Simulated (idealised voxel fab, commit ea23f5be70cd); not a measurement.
process module | voxel self aligned vias
cross-section cut | 185 nm wide | cells 5 nm
A cross-section is a grid of square cells, given in bands from the top down. A band is one or more rows of cells.
Each band's line starts with the height of the band's top and of its bottom, in nm. Then come its materials from left to right, each with its width in nm. One material with "throughout" fills the band from edge to edge. "air" is empty space.
Height 0 is the level under which the wafer as received is all one material. The lowest band goes on downwards, as in "0 down".
A width such as "30 to 40" changes by the same amount from each row of cells to the next, from the band's top row to its bottom row.
"no change" after a step means that no cell of the cross-section changed.
closed voids: empty space of 8 cells or more with no open way to the top, each as width x height at its distance from the left edge, in nm
after a step's settings: what the simulator itself notes on the step
overlay nm, on a step with a mask: how far to the right of its planned place the mask lay; to the left if negative
plan
1 op RECEIVE | material Si
2 op CONFORMAL_DEP | material SiO2 | thk nm 15
3 op CONFORMAL_DEP | material SiCN | thk nm 5
4 op DIRECTIONAL_DEP | material SiO2 | thk nm 20
5 op DIRECTIONAL_DEP | material aC | thk nm 15
6 op PATTERN | tone open | mask id LINES | material resist | width nm 20 | pitch nm 70 | thk nm 35 | overlay nm 0
7 op DIRECTIONAL_ETCH | etch materials aC | depth nm 15
8 op STRIP | etch materials resist
9 op DIRECTIONAL_ETCH | etch materials SiO2 | depth nm 20
10 op STRIP | etch materials aC
11 op CONFORMAL_DEP | material TiN | thk nm 5
12 op FILL_DEP | material W | thk nm 5
13 op CMP | height nm 40
14 op SELECTIVE_ETCH | etch materials W Ru TiN | depth nm 5
15 op FILL_DEP | material SiN | thk nm 5
16 op CMP | height nm 40
17 op DIRECTIONAL_DEP | material SiO2 | thk nm 20
18 op DIRECTIONAL_DEP | material aC | thk nm 15
19 op PATTERN | tone open | mask id VIAS | material resist | width nm 30 | thk nm 30 | overlay nm 0
20 op DIRECTIONAL_ETCH | etch materials aC | depth nm 15
21 op STRIP | etch materials resist
22 op DIRECTIONAL_ETCH | etch materials SiO2 | depth nm 20
23 op DIRECTIONAL_ETCH | etch materials SiN | depth nm 5
24 op STRIP | etch materials aC
25 op CONFORMAL_DEP | material TiN | thk nm 5
26 op FILL_DEP | material Cu | thk nm 5
27 op CMP | height nm 60
28 op CONFORMAL_DEP | material SiCN | thk nm 5
varied across the wafers: width nm of step 19. The plan shows the first wafer's value. All wafers start alike
first wafer as received, after step 1
  0 down: Si throughout
  closed voids: none
each wafer at the end: cells of each material gained (+) or lost (-) since it was received, then its closed voids
width nm 30 | +14 Cu | +74 SiCN | +4 SiN | +351 SiO2 | +30 TiN | +8 W | closed voids: none
width nm 35 | +17 Cu | +74 SiCN | +4 SiN | +347 SiO2 | +31 TiN | +8 W | closed voids: none
width nm 40 | +20 Cu | +74 SiCN | +4 SiN | +343 SiO2 | +32 TiN | +8 W | closed voids: none
width nm 45 | +23 Cu | +74 SiCN | +4 SiN | +339 SiO2 | +33 TiN | +8 W | closed voids: none
width nm 50 | +26 Cu | +74 SiCN | +4 SiN | +335 SiO2 | +34 TiN | +8 W | closed voids: none
width nm 55 | +29 Cu | +74 SiCN | +4 SiN | +331 SiO2 | +35 TiN | +8 W | closed voids: none
